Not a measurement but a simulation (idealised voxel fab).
Process module name: voxel tone inversion
Square cell edge 5 nm, section width 230 nm, ID cut.
Notation: cross-section as square-cell grid; stated in bands, top first, going down; one or more cell rows per band.
Look at the band entry: it leads with the top's height and the bottom's height in nm. Then it lists the materials left to right, with a width in nm for each. The word "everywhere" on a single material says that material fills the band edge to edge. The word "blank" is empty space.
Heights are reckoned from 0. Under this level, the received wafer is all of one material. The bottommost band is open-ended downward, for example "top 0, no bottom".
The two numbers in a width such as "30->40" mark its ends across the band: the first belongs to the top row of cells, the second to the bottom row, and from each row to the next the width moves by the same amount.
Where a step carries "no alterations made", the cross-section came out of it unchanged, cell for cell.
The label "Encapsulated voids" introduces a list of the empty spaces, 8 cells or larger, that have no open way up to the top; each entry in it reads width x height at distance, where the distance is taken from the left edge and all three are stated in nm.
after a step's settings: what the simulator itself notes on the step
"overlay nm", when on a step's line for a step with a mask, measures how far to the right of its planned place the mask lay; a negative measure means to the left.
THESE ARE THE STEPS WE PLANNED FOR THE PROCESS
- 1: op RECEIVE | material Si
- 2: op CONFORMAL_DEP | material SiCN | thk nm 10
- 3: op DIRECTIONAL_DEP | material polySi | thk nm 20
- 4: op PATTERN | tone cover | mask id POSTS | material resist | width nm 15 | pitch nm 40 | thk nm 30 | overlay nm 0
- 5: op DIRECTIONAL_ETCH | etch materials polySi | depth nm 20
- 6: op STRIP | etch materials resist
- 7: op FILL_DEP | material lowk | thk nm 10
- 8: op CMP | height nm 20
- 9: op STRIP | etch materials polySi
- 10: op CONFORMAL_DEP | material TiN | thk nm 5
- 11: op FILL_DEP | material Ru | thk nm 10
- 12: op CMP | height nm 30
- 13: op CONFORMAL_DEP | material SiN | thk nm 5
Same starting wafers, different height nm at step 8. Plan value belongs to the first wafer.
CUT THROUGH THE FIRST OF SEVERAL WAFERS AS RECEIVED, POST STEP 1
  top 0, no bottom: Si everywhere
  Encapsulated voids: none
AFTER THE MODULE'S FINAL STEP, STEP 13: THE FIRST OF SEVERAL WAFERS IN CROSS-SECTION
  top 35, bottom 30: SiN everywhere
  top 30, bottom 25: Ru everywhere
  top 25, bottom 20: TiN 70 | Ru 5 | TiN 35 | Ru 5 | TiN 35 | Ru 5 | TiN 75
  top 20, bottom 15: lowk 65 | TiN 5 | Ru 5 | TiN 5 | lowk 25 | TiN 5 | Ru 5 | TiN 5 | lowk 25 | TiN 5 | Ru 5 | TiN 5 | lowk 70
  top 15, bottom 10: lowk 65 | TiN 15 | lowk 25 | TiN 15 | lowk 25 | TiN 15 | lowk 70
  top 10, bottom 0: SiCN everywhere
  top 0, no bottom: Si everywhere
  Encapsulated voids: none
CROSS-SECTION, LAST WAFER, MODULE COMPLETION
  top 35, bottom 30: SiN everywhere
  top 30, bottom 10: lowk 65 | polySi 15 | lowk 25 | polySi 15 | lowk 25 | polySi 15 | lowk 70
  top 10, bottom 0: SiCN everywhere
  top 0, no bottom: Si everywhere
  Encapsulated voids: none
PER-WAFER ROWS BELOW. FOR EACH MATERIAL: CELLS GAINED (+) OR LOST (-) SINCE THE WAFER WAS RECEIVED, AS OF END OF MODULE. THEN: CLOSED VOIDS
height nm 20 | +52 Ru | +92 SiCN | +46 SiN | +58 TiN | +74 lowk | Encapsulated voids: none
height nm 25 | +9 Ru | +92 SiCN | +46 SiN | +64 TiN | +111 lowk | Encapsulated voids: none
height nm 30 | +9 Ru | +92 SiCN | +46 SiN | +27 TiN | +148 lowk | Encapsulated voids: none
height nm 35 | +92 SiCN | +46 SiN | +148 lowk | +36 polySi | Encapsulated voids: none
height nm 40 | +92 SiCN | +46 SiN | +148 lowk | +36 polySi | Encapsulated voids: none
